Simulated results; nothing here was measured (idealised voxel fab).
Title: Process Module voxel transistor to metal
Shown is cross-section cut, with a width of 275 nm and square cells of size 5 nm.
Cross-sections here: square-cell grids, written as top-down lists of bands, a band being one or more rows of cells. Quick guide to a band line: top height, bottom height (nm) up front; then every material left to right with its width in nm. Only one material and it's marked "edge to edge"? Then it fills the band edge to edge. And "empty" just means empty space. For the purposes of this specification, 0 denotes the height below which the wafer in its as-received condition is composed wholly of one material, and the lowermost band, lacking a lower limit, extends downward without end, as expressed in "0 nm and below". Width spec "30 to 40" -> top row of cells at first value, bottom row at second value, equal per-row change in between. No cell of the cross-section changed in a step that is given as "all unchanged". Non-vented voids: empty space of 8 cells or more with no open way to the top, each as width x height at its distance from the left edge, in nm. Heads up: the bit after the settings on a step's line is the simulator's remark on that step. Among the settings permitted on a step's line is "overlay nm"; applied to a step with a mask, it specifies the extent to which the mask lay to the right of its planned position, whereas a negative figure signifies a position to the left.

THE PLANNED PROCESS STEPS ARE ENUMERATED HEREUNDER
1: RECEIVE [material Si]
2: OXIDIZE [depth nm 5]
3: CONFORMAL_DEP [material SiN] [thk nm 15]
4: MASKED_ETCH [tone cover] [mask id ACTIVE] [width nm 105] [pitch nm 125] [etch materials SiN] [depth nm 15] [overlay nm 0]
5: MASKED_ETCH [tone cover] [mask id ACTIVE] [width nm 105] [pitch nm 125] [etch materials SiO2] [depth nm 5] [overlay nm 0]
6: MASKED_ETCH [tone cover] [mask id ACTIVE] [width nm 105] [pitch nm 125] [etch materials Si] [depth nm 20] [overlay nm 0]
7: FILL_DEP [material SiO2] [thk nm 10]
8: CMP [height nm 15]
9: SELECTIVE_ETCH [etch materials SiO2] [depth nm 5]
10: STRIP [etch materials SiN]
11: SELECTIVE_ETCH [etch materials SiO2] [depth nm 5]
12: OXIDIZE [depth nm 5]
13: DIRECTIONAL_DEP [material polySi] [thk nm 20]
14: DIRECTIONAL_DEP [material SiCN] [thk nm 15]
15: DIRECTIONAL_DEP [material aC] [thk nm 10]
16: PATTERN [tone cover] [mask id GATE] [material resist] [width nm 25] [pitch nm 125] [thk nm 30] [overlay nm 0]
17: DIRECTIONAL_ETCH [etch materials aC] [depth nm 10]
18: STRIP [etch materials resist]
19: DIRECTIONAL_ETCH [etch materials SiCN] [depth nm 25]
20: DIRECTIONAL_ETCH [etch materials polySi] [depth nm 30]
21: STRIP [etch materials aC]
22: CONFORMAL_DEP [material SiN] [thk nm 10]
23: DIRECTIONAL_ETCH [etch materials SiN] [depth nm 10]
24: DIRECTIONAL_ETCH [etch materials SiO2] [depth nm 5]
25: DIRECTIONAL_ETCH [etch materials Si] [depth nm 10]
26: EPI [material nSi] [thk nm 10]
27: FILL_DEP [material SiO2] [thk nm 5]
28: CMP [height nm 15]
29: STRIP [etch materials polySi]
30: SELECTIVE_ETCH [etch materials SiO2] [depth nm 5]
31: CONFORMAL_DEP [material HfO2] [thk nm 5]
32: CONFORMAL_DEP [material TiN] [thk nm 5]
33: FILL_DEP [material W] [thk nm 5]
34: CMP [height nm 10]
35: DIRECTIONAL_DEP [material SiO2] [thk nm 15]
36: DIRECTIONAL_DEP [material aC] [thk nm 15]
37: PATTERN [tone open] [mask id CONTACT] [material resist] [width nm 20] [thk nm 30] [overlay nm 0]
38: DIRECTIONAL_ETCH [etch materials aC] [depth nm 15]
39: STRIP [etch materials resist]
40: DIRECTIONAL_ETCH [etch materials SiO2] [depth nm 35]
41: STRIP [etch materials aC]
42: CONFORMAL_DEP [material TiN] [thk nm 5]
43: FILL_DEP [material W] [thk nm 10]
44: CMP [height nm 25]
45: DIRECTIONAL_DEP [material TiN] [thk nm 5]
46: DIRECTIONAL_DEP [material Ru] [thk nm 15]
47: PATTERN [tone cover] [mask id METAL_1] [material resist] [width nm 20] [thk nm 15] [overlay nm 0]
48: DIRECTIONAL_ETCH [etch materials Ru] [depth nm 15]
49: DIRECTIONAL_ETCH [etch materials TiN] [depth nm 5]
50: STRIP [etch materials resist]
51: FILL_DEP [material SiO2] [thk nm 5]
52: CMP [height nm 45]
53: CONFORMAL_DEP [material SiCN] [thk nm 5]

DELIVERED WAFER IN CROSS-SECTION: STATE AFTER STEP 1
* 0 nm and below: Si edge to edge
* Non-vented voids: none

RUN AS PLANNED - FIRST OF THE TWO WAFERS CROSS-SECTIONED AT THE END OF THE MODULE
* 50 nm to 45 nm: SiCN edge to edge
* 45 nm to 30 nm: SiO2=25; Ru=20; SiO2=55; Ru=20; SiO2=30; Ru=20; SiO2=55; Ru=20; SiO2=30
* 30 nm to 25 nm: SiO2=25; TiN=20; SiO2=55; TiN=20; SiO2=30; TiN=20; SiO2=55; TiN=20; SiO2=30
* 25 nm to 10 nm: SiO2=25; TiN=5; W=10; TiN=5; SiO2=55; TiN=5; W=10; TiN=5; SiO2=30; TiN=5; W=10; TiN=5; SiO2=55; TiN=5; W=10; TiN=5; SiO2=30
* 10 nm to 5 nm: SiO2=25; TiN=5; W=10; TiN=5; SiO2=5; SiN=10; HfO2=5; TiN=5; W=5; TiN=5; HfO2=5; SiN=10; SiO2=5; TiN=5; W=10; TiN=5; SiO2=30; TiN=5; W=10; TiN=5; SiO2=5; SiN=10; HfO2=5; TiN=5; W=5; TiN=5; HfO2=5; SiN=10; SiO2=5; TiN=5; W=10; TiN=5; SiO2=30
* 5 nm to 0 nm: SiO2=15; SiN=10; TiN=20; SiO2=5; SiN=10; HfO2=5; TiN=5; W=5; TiN=5; HfO2=5; SiN=10; SiO2=5; TiN=20; SiN=10; SiO2=10; SiN=10; TiN=20; SiO2=5; SiN=10; HfO2=5; TiN=5; W=5; TiN=5; HfO2=5; SiN=10; SiO2=5; TiN=20; SiN=10; SiO2=20
* 0 nm to -5 nm: SiO2=15; SiN=10; nSi=10; TiN=5; nSi=10; SiN=10; HfO2=5; TiN=15; HfO2=5; SiN=10; nSi=10; TiN=5; nSi=10; SiN=10; SiO2=10; SiN=10; nSi=10; TiN=5; nSi=10; SiN=10; HfO2=5; TiN=15; HfO2=5; SiN=10; nSi=10; TiN=5; nSi=10; SiN=10; SiO2=20
* -5 nm to -10 nm: SiO2=25; nSi=10; TiN=5; nSi=10; SiO2=5; HfO2=35; SiO2=5; nSi=10; TiN=5; nSi=10; SiO2=30; nSi=10; TiN=5; nSi=10; SiO2=5; HfO2=35; SiO2=5; nSi=10; TiN=5; nSi=10; SiO2=30
* -10 nm to -20 nm: SiO2=20; Si=5; nSi=25; Si=45; nSi=25; Si=5; SiO2=20; Si=5; nSi=25; Si=45; nSi=25; Si=5; SiO2=25
* -20 nm to -25 nm: SiO2=20; Si=105; SiO2=20; Si=105; SiO2=25
* -25 nm and below: Si edge to edge
* Non-vented voids: none

SAME START, SAME PLAN AS THE FIRST WAFER - BUT ONE MISTAKE IN THE RUN. CROSS-SECTION OF THE SECOND OF THE TWO AT THE END OF THE MODULE
* 50 nm to 45 nm: SiCN edge to edge
* 45 nm to 30 nm: SiO2=25; Ru=20; SiO2=55; Ru=20; SiO2=30; Ru=20; SiO2=55; Ru=20; SiO2=30
* 30 nm to 25 nm: SiO2=25; TiN=20; SiO2=55; TiN=20; SiO2=30; TiN=20; SiO2=55; TiN=20; SiO2=30
* 25 nm to 10 nm: SiO2=25; TiN=5; W=10; TiN=5; SiO2=55; TiN=5; W=10; TiN=5; SiO2=30; TiN=5; W=10; TiN=5; SiO2=55; TiN=5; W=10; TiN=5; SiO2=30
* 10 nm to 5 nm: SiO2=25; TiN=20; SiO2=5; SiN=10; HfO2=5; TiN=5; W=5; TiN=5; HfO2=5; SiN=10; SiO2=5; TiN=20; SiO2=30; TiN=20; SiO2=5; SiN=10; HfO2=5; TiN=5; W=5; TiN=5; HfO2=5; SiN=10; SiO2=5; TiN=20; SiO2=30
* 5 nm to 0 nm: SiO2=20; SiN=10; nSi=20; SiN=10; HfO2=5; TiN=15; HfO2=5; SiN=10; nSi=20; SiN=10; SiO2=20; SiN=10; nSi=20; SiN=10; HfO2=5; TiN=15; HfO2=5; SiN=10; nSi=20; SiN=10; SiO2=25
* 0 nm to -5 nm: SiO2=30; nSi=20; SiO2=5; HfO2=35; SiO2=5; nSi=20; SiO2=40; nSi=20; SiO2=5; HfO2=35; SiO2=5; nSi=20; SiO2=35
* -5 nm to -15 nm: SiO2=20; Si=10; nSi=20; Si=45; nSi=20; Si=10; SiO2=20; Si=10; nSi=20; Si=45; nSi=20; Si=10; SiO2=25
* -15 nm to -25 nm: SiO2=20; Si=105; SiO2=20; Si=105; SiO2=25
* -25 nm and below: Si edge to edge
* Non-vented voids: none
Here's what went sideways: so 10 and 11 got swapped relative to the plan, each ran where the other was supposed to
In the final state, the cell counts of the second wafer exceed or fall short of those of the first for the following materials: HfO2 -4; Si +50; SiN -16; SiO2 +8; TiN -20; W -10; nSi -8
